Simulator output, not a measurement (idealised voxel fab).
process module | voxel wiring stack
cross-section cut | 280 nm wide | cells 5 nm
A cross-section is a grid of square cells, given in bands from the top down. A band is one or more rows of cells.
Each band's line starts with the height of the band's top and of its bottom, in nm. Then come its materials from left to right, each with its width in nm. One material with "throughout" fills the band from edge to edge. "air" is empty space.
Height 0 is the level under which the wafer as received is all one material. The lowest band goes on downwards, as in "0 down".
A width such as "30 to 40" changes by the same amount from each row of cells to the next, from the band's top row to its bottom row.
"no change" after a step means that no cell of the cross-section changed.
closed voids: empty space of 8 cells or more with no open way to the top, each as width x height at its distance from the left edge, in nm
after a step's settings: what the simulator itself notes on the step
overlay nm, on a step with a mask: how far to the right of its planned place the mask lay; to the left if negative
plan
1 op RECEIVE | material Si
2 op CONFORMAL_DEP | material SiO2 | thk nm 10
3 op DIRECTIONAL_DEP | material TiN | thk nm 5
4 op DIRECTIONAL_DEP | material W | thk nm 15
5 op MASKED_ETCH | tone cover | mask id METAL_1 | width nm 20 | pitch nm 40 | etch materials W | depth nm 15 | overlay nm 0
6 op MASKED_ETCH | tone cover | mask id METAL_1 | width nm 20 | pitch nm 40 | etch materials TiN | depth nm 5 | overlay nm 0
7 op CONFORMAL_DEP | material SiCN | thk nm 5
8 op FILL_DEP | material lowk | thk nm 5
9 op CMP | height nm 30
10 op CONFORMAL_DEP | material SiCN | thk nm 5
11 op DIRECTIONAL_DEP | material lowk | thk nm 25
12 op DIRECTIONAL_DEP | material aC | thk nm 10
13 op PATTERN | tone open | mask id METAL_2_HOLES | material resist | width nm 15 | pitch nm 80 | thk nm 30 | overlay nm 0
14 op DIRECTIONAL_ETCH | etch materials aC | depth nm 10
15 op STRIP | etch materials resist
16 op DIRECTIONAL_ETCH | etch materials lowk | depth nm 25
17 op STRIP | etch materials aC
18 op PATTERN | tone open | mask id METAL_2 | material resist | width nm 20 | pitch nm 40 | thk nm 15 | overlay nm 0
19 op DIRECTIONAL_ETCH | etch materials lowk | depth nm 15
20 op DIRECTIONAL_ETCH | etch materials SiCN | depth nm 5
21 op STRIP | etch materials resist
22 op CONFORMAL_DEP | material TiN | thk nm 5
23 op FILL_DEP | material Ru | thk nm 10
24 op CMP | height nm 60
25 op CONFORMAL_DEP | material SiCN | thk nm 5
as received, after step 1
  0 down: Si throughout
  closed voids: none
a wafer at the end: this start, this plan, one mistake
  65 to 60: SiCN throughout
  60 to 55: lowk 70 | TiN 5 | Ru 5 | TiN 10 | lowk 20 | TiN 20 | lowk 20 | TiN 5 | Ru 5 | TiN 10 | lowk 20 | TiN 20 | lowk 70
  55 to 45: lowk 70 | TiN 5 | Ru 5 | TiN 5 | lowk 65 | TiN 5 | Ru 5 | TiN 5 | lowk 115
  45 to 40: SiCN 70 | TiN 15 | SiCN 65 | TiN 15 | SiCN 115
  40 to 30: SiCN throughout
  30 to 15: lowk 65 | SiCN 5 | W 20 | SiCN 5 | lowk 10 | SiCN 5 | W 20 | SiCN 5 | lowk 10 | SiCN 5 | W 20 | SiCN 5 | lowk 10 | SiCN 5 | W 20 | SiCN 5 | lowk 65
  15 to 10: SiCN 70 | TiN 20 | SiCN 20 | TiN 20 | SiCN 20 | TiN 20 | SiCN 20 | TiN 20 | SiCN 70
  10 to 0: SiO2 throughout
  0 down: Si throughout
  closed voids: none
what went wrong: step 10 ran as: op CONFORMAL_DEP | material SiCN | thk nm 15
